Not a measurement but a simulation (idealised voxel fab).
A process module follows: voxel self aligned vias.
The figure presents cross-section cut, which has a width of 230 nm and is divided into square cells with an edge length of 5 nm.
Cross-section, as written here: a square-cell grid given band by band from the top down, where a band holds one or more rows of cells. Basically the band line says how high the top is and how high the bottom is, in nm, and then what's in it from left to right, every material with its width in nm. Empty space shows up as "empty", and if a single material carries "throughout" it runs the full band edge to edge. Height 0 is the level under which the wafer as received is all one material. The lowest band goes on downwards, as in "from 0 down". Think of "30->40" as a width that walks from the first number to the second as you go down the band, top row to bottom row, taking equal-sized steps from row to row. When a step is marked "same as before", none of the cells in the cross-section changed during that step. "Voids, fully enclosed" specifies each empty space that is not open to the top and that occupies no fewer than 8 cells, using the form width x height at distance, the distance measured from the left edge and all three quantities in nm. Text after the settings on a step's line: the simulator's own remark on that step. You can add "overlay nm" to a step's line. For a step with a mask, it describes how far the mask lay to the right of its planned position, and a negative number describes a lay to the left.
## Set out below are the planned steps of the process
| 1 | RECEIVE: material Si |
| 2 | CONFORMAL_DEP: material SiO2, thk nm 10 |
| 3 | CONFORMAL_DEP: material SiCN, thk nm 5 |
| 4 | DIRECTIONAL_DEP: material SiO2, thk nm 30 |
| 5 | MASKED_ETCH: tone open, mask id LINES, width nm 20, pitch nm 50, etch materials SiO2, depth nm 30, overlay nm 0 |
| 6 | CONFORMAL_DEP: material TiN, thk nm 5 |
| 7 | FILL_DEP: material Ru, thk nm 10 |
| 8 | CMP: height nm 45 |
| 9 | SELECTIVE_ETCH: etch materials W Ru TiN, depth nm 10 |
| 10 | FILL_DEP: material SiN, thk nm 10 |
| 11 | CMP: height nm 45 |
| 12 | DIRECTIONAL_DEP: material SiO2, thk nm 15 |
| 13 | PATTERN: tone open, mask id VIAS, material resist, width nm 30, thk nm 20, overlay nm 0 |
| 14 | DIRECTIONAL_ETCH: etch materials SiO2, depth nm 15 |
| 15 | DIRECTIONAL_ETCH: etch materials SiN, depth nm 10 |
| 16 | STRIP: etch materials resist |
| 17 | CONFORMAL_DEP: material TiN, thk nm 5 |
| 18 | FILL_DEP: material W, thk nm 5 |
| 19 | CMP: height nm 60 |
| 20 | CONFORMAL_DEP: material SiCN, thk nm 5 |
## Wafer as received: cross-section following step 1
- from 0 down: Si throughout
- Voids, fully enclosed: none
## Same starting wafer, same plan as above, one mistake in the execution; this is the cross-section at the end of the module
- from 65 to 60: SiCN throughout
- from 60 to 50: 70 W  5 TiN  30 SiO2  5 TiN  120 W
- from 50 to 45: 75 TiN  30 SiO2  30 TiN  10 W  85 TiN
- from 45 to 40: 80 SiO2  20 SiN  30 SiO2  5 TiN  10 W  5 TiN  80 SiO2
- from 40 to 35: 80 SiO2  20 SiN  30 SiO2  20 TiN  80 SiO2
- from 35 to 20: 80 SiO2  5 TiN  10 Ru  5 TiN  30 SiO2  5 TiN  10 Ru  5 TiN  80 SiO2
- from 20 to 15: 80 SiO2  20 TiN  30 SiO2  20 TiN  80 SiO2
- from 15 to 10: SiCN throughout
- from 10 to 0: SiO2 throughout
- from 0 down: Si throughout
- Voids, fully enclosed: none
Processing error: step 13 ran differently from the plan; actual operation with settings: PATTERN: tone cover, mask id VIAS, material resist, width nm 30, thk nm 20, overlay nm 0
